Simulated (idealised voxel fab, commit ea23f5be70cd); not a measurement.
process module | voxel trench capacitor
It is cross-section cut that appears here, measuring 220 nm in width, its square cells being 5 nm in size.
In this document a cross-section is written as a grid of square cells. It is given as a series of bands, listed from the top down, and a band is one or more rows of cells. Basically the band line says how high the top is and how high the bottom is, in nm, and then what's in it from left to right, every material with its width in nm. Empty space shows up as "empty", and if a single material carries "all across" it runs the full band edge to edge. Heads up on the height convention: 0 is the point under which the incoming wafer is all one material, and the lowest band has no bottom, it just keeps going down, like "0..down". A two-number width, for instance "30 to 40", indicates that the width is equal to the first number in the top row of the band and to the second number in the bottom row, and that it changes by a constant amount per row of cells. "no change" (step): cross-section cells unchanged, all of them. You'll see "Closed internal voids" listing empty spaces that have no way open to the top, as long as they're 8 cells or more; the notation is width x height at distance, where the distance is from the left edge, and all of it is in nm. Anything after a step's settings on that line? It's the simulator's own note about the step. Regarding "overlay nm": on a step with a mask, it is the distance the mask lay to the right of its planned place; a negative value places it to the left.
Here's what the planned process steps look like
- 1: RECEIVE [material Si]
- 2: CONFORMAL_DEP [material SiN] [thk nm 5]
- 3: DIRECTIONAL_DEP [material aC] [thk nm 10]
- 4: PATTERN [tone open] [mask id TRENCH] [material resist] [width nm 15] [pitch nm 40] [thk nm 30] [overlay nm 0]
- 5: DIRECTIONAL_ETCH [etch materials aC] [depth nm 10]
- 6: STRIP [etch materials resist]
- 7: DIRECTIONAL_ETCH [etch materials SiN] [depth nm 5]
- 8: DIRECTIONAL_ETCH [etch materials Si] [depth nm 25]
- 9: STRIP [etch materials aC]
- 10: CONFORMAL_DEP [material SiO2] [thk nm 5]
- 11: FILL_DEP [material polySi] [thk nm 5]
- 12: CMP [height nm 5]
Cross-section of the wafer upon arrival, representing the state reached after step 1
	0..down  Si all across
	Closed internal voids: none
Starting structure and process plan are as shown above, but one mistake was made in running the module; the wafer cross-section at the end of the module follows
	5..0  SiN 60 nm / SiO2 5 nm / polySi 5 nm / SiO2 5 nm / SiN 25 nm / SiO2 5 nm / polySi 5 nm / SiO2 5 nm / SiN 25 nm / SiO2 5 nm / polySi 5 nm / SiO2 5 nm / SiN 65 nm
	0..-45  Si 60 nm / SiO2 5 nm / polySi 5 nm / SiO2 5 nm / Si 25 nm / SiO2 5 nm / polySi 5 nm / SiO2 5 nm / Si 25 nm / SiO2 5 nm / polySi 5 nm / SiO2 5 nm / Si 65 nm
	-45..-50  Si 60 nm / SiO2 15 nm / Si 25 nm / SiO2 15 nm / Si 25 nm / SiO2 15 nm / Si 65 nm
	-50..down  Si all across
	Closed internal voids: none
Misprocessing identified: step 8 of the plan was carried out twice
